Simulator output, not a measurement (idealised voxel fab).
A process module follows: voxel self aligned contacts.
In the cross-section labelled cut, the width is 200 nm and each square cell is 5 nm.
Format of a cross-section: grid, square cells. Given as bands. Order: top down. Band: one or more rows of cells. Band entry format. Leading values: height of top, height of bottom, nm. Remainder: materials in left-to-right order, each with its width in nm. Special words: "full width" on a single material, which then fills the band edge to edge; "blank", empty space. The level at which height equals 0 is the one under which the wafer, as it arrives, is entirely one material. No lower edge exists for the bottom band, which continues downward and is notated as in "z 0 and below". You'd read "30 to 40" like this: the band's top row of cells is as wide as the first number, its bottom row is as wide as the second, and going down, every row changes width by the same amount as the row before did. No cell of the cross-section changed in a step that is given as "nothing altered". Listed in "Closed voids list": every empty space of 8 or more cells without an open way to the top. Form: width x height at distance, the distance being from the left edge, all in nm. On each step's line, the part that comes after the settings is the simulator's own comment on the step. "overlay nm" answers the question of how far to the right of plan the mask lay on a step that has a mask, and when it is negative the answer is to the left.
### Here's what the planned process steps look like
1. op RECEIVE | material Si
2. op OXIDIZE | depth nm 5
3. op DIRECTIONAL_DEP | material polySi | thk nm 25
4. op DIRECTIONAL_DEP | material SiN | thk nm 20
5. op DIRECTIONAL_DEP | material aC | thk nm 10
6. op PATTERN | tone cover | mask id GATE | material resist | width nm 30 | pitch nm 65 | thk nm 30 | overlay nm 0
7. op DIRECTIONAL_ETCH | etch materials aC | depth nm 10
8. op STRIP | etch materials resist
9. op DIRECTIONAL_ETCH | etch materials SiN | depth nm 20
10. op DIRECTIONAL_ETCH | etch materials polySi | depth nm 25
11. op STRIP | etch materials aC
12. op CONFORMAL_DEP | material SiN | thk nm 10
13. op DIRECTIONAL_ETCH | etch materials SiN | depth nm 10
14. op FILL_DEP | material SiO2 | thk nm 15
15. op CMP | height nm 55
16. op DIRECTIONAL_DEP | material aC | thk nm 15
17. op PATTERN | tone open | mask id CONTACT | material resist | width nm 45 | thk nm 30 | overlay nm 0
18. op DIRECTIONAL_ETCH | etch materials aC | depth nm 15
19. op STRIP | etch materials resist
20. op DIRECTIONAL_ETCH | etch materials SiO2 | depth nm 60
21. op STRIP | etch materials aC
22. op CONFORMAL_DEP | material TiN | thk nm 5
23. op FILL_DEP | material Ru | thk nm 5
24. op CMP | height nm 55
25. op CONFORMAL_DEP | material SiCN | thk nm 5
### Received-state cross-section, reflecting completion of step 1
* z 0 and below = Si full width
* Closed voids list: none
### Cross-section at module end, one run error; start and plan unchanged from above
* z 60 to 55 = SiCN full width
* z 55 to 45 = SiO2 75, then TiN 5 to 20, then Ru 40 to 5, then TiN 5 to 25, then SiO2 75
* z 45 to 25 = SiO2 40, then SiN 50, then TiN 5, then Ru 5, then TiN 5, then SiN 50, then SiO2 45
* z 25 to 0 = SiO2 40, then SiN 10, then polySi 30, then SiN 10, then TiN 5, then Ru 5, then TiN 5, then SiN 10, then polySi 30, then SiN 10, then SiO2 45
* z 0 to -5 = SiO2 90, then TiN 15, then SiO2 95
* z -5 and below = Si full width
* Closed voids list: none
What was the processing mistake? contrary to plan, step 17 was performed as op PATTERN | tone open | mask id CONTACT | material resist | width nm 50 | thk nm 30 | overlay nm 0
